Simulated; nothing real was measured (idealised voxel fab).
process module | voxel capacitor over wiring
Square cells of 5 nm make up the cross-section cut, whose width is 225 nm.
Format of a cross-section: grid, square cells. Given as bands. Order: top down. Band: one or more rows of cells.
Band entry format. Leading values: height of top, height of bottom, nm. Remainder: materials in left-to-right order, each with its width in nm. Special words: "throughout" on a single material, which then fills the band edge to edge; "empty", empty space.
Counting heights begins at 0, where everything beneath is, in the wafer as received, one material. The lowest band has no bottom; it goes on downwards, as "0 down" shows.
Graded width ("30..40"): value in top row of band = first number; value in bottom row = second number; row-to-row change constant.
"changes: none" after a step means that no cell of the cross-section changed.
This entry, "Sealed cavities", enumerates those empty regions of no fewer than 8 cells that possess no open connection to the top. Each region is reported in the form width x height at distance, the distance being taken from the left edge, with all three quantities expressed in nm.
Where a step's line continues beyond its settings, the continuation is a remark by the simulator itself on that step.
overlay nm: where the mask lay relative to plan, measured to the right, on steps with a mask; negatives go left.
**Here's what the planned process steps look like**
1. RECEIVE [material Si]
2. CONFORMAL_DEP [material SiO2] [thk nm 15]
3. CONFORMAL_DEP [material SiCN] [thk nm 5]
4. DIRECTIONAL_DEP [material SiO2] [thk nm 20]
5. MASKED_ETCH [tone open] [mask id METAL_1] [width nm 30] [pitch nm 90] [etch materials SiO2] [depth nm 20] [overlay nm 0]
6. MASKED_ETCH [tone open] [mask id METAL_1] [width nm 30] [pitch nm 90] [etch materials SiCN] [depth nm 5] [overlay nm 0]
7. CONFORMAL_DEP [material TiN] [thk nm 5]
8. FILL_DEP [material Cu] [thk nm 10]
9. CMP [height nm 40]
10. CONFORMAL_DEP [material SiCN] [thk nm 5]
11. DIRECTIONAL_DEP [material lowk] [thk nm 15]
12. DIRECTIONAL_DEP [material aC] [thk nm 10]
13. PATTERN [tone open] [mask id PLUG_1] [material resist] [width nm 15] [thk nm 30] [overlay nm 0]
14. DIRECTIONAL_ETCH [etch materials aC] [depth nm 10]
15. STRIP [etch materials resist]
16. DIRECTIONAL_ETCH [etch materials lowk] [depth nm 15]
17. DIRECTIONAL_ETCH [etch materials SiCN] [depth nm 5]
18. STRIP [etch materials aC]
19. CONFORMAL_DEP [material TiN] [thk nm 5]
20. FILL_DEP [material Ru] [thk nm 5]
21. CMP [height nm 60]
22. DIRECTIONAL_DEP [material TiN] [thk nm 5]
23. DIRECTIONAL_DEP [material SiN] [thk nm 5]
24. DIRECTIONAL_DEP [material TiN] [thk nm 5]
25. DIRECTIONAL_DEP [material aC] [thk nm 10]
26. PATTERN [tone cover] [mask id UPPER_PLATE] [material resist] [width nm 65] [thk nm 25] [overlay nm 0]
27. DIRECTIONAL_ETCH [etch materials aC] [depth nm 10]
28. STRIP [etch materials resist]
29. DIRECTIONAL_ETCH [etch materials TiN] [depth nm 5]
30. DIRECTIONAL_ETCH [etch materials SiN] [depth nm 5]
31. STRIP [etch materials aC]
32. MASKED_ETCH [tone cover] [mask id LOWER_PLATE] [width nm 75] [etch materials TiN] [depth nm 5] [overlay nm 0]
33. FILL_DEP [material SiO2] [thk nm 20]
34. CMP [height nm 90]
35. PATTERN [tone open] [mask id PLUG_2] [material resist] [width nm 15] [thk nm 20] [overlay nm 0]
36. DIRECTIONAL_ETCH [etch materials SiO2] [depth nm 15]
37. STRIP [etch materials resist]
38. CONFORMAL_DEP [material TiN] [thk nm 5]
39. FILL_DEP [material Ru] [thk nm 5]
40. CMP [height nm 90]
41. CONFORMAL_DEP [material SiCN] [thk nm 5]
**Received-state cross-section, reflecting completion of step 1**
    0 down  Si throughout
    Sealed cavities: none
**Cross-section at module end, one run error; start and plan unchanged from above**
    95 to 90  SiCN throughout
    90 to 80  SiO2: 75, TiN: 5, Ru: 5, TiN: 5, SiO2: 135
    80 to 70  SiO2: 75..65, TiN: 15..65, SiO2: 135..95
    70 to 65  SiO2: 65, SiN: 65, SiO2: 95
    65 to 60  SiO2: 60, TiN: 75, SiO2: 90
    60 to 55  SiCN: 65, TiN: 15, SiCN: 145
    55 to 40  lowk throughout
    40 to 20  SiO2: 50, TiN: 5, Cu: 20, TiN: 5, SiO2: 60, TiN: 5, Cu: 20, TiN: 5, SiO2: 55
    20 to 15  SiCN: 50, TiN: 30, SiCN: 60, TiN: 30, SiCN: 55
    15 to 0  SiO2 throughout
    0 down  Si throughout
    Sealed cavities: none
Here's what went sideways: steps 10 and 11 were swapped
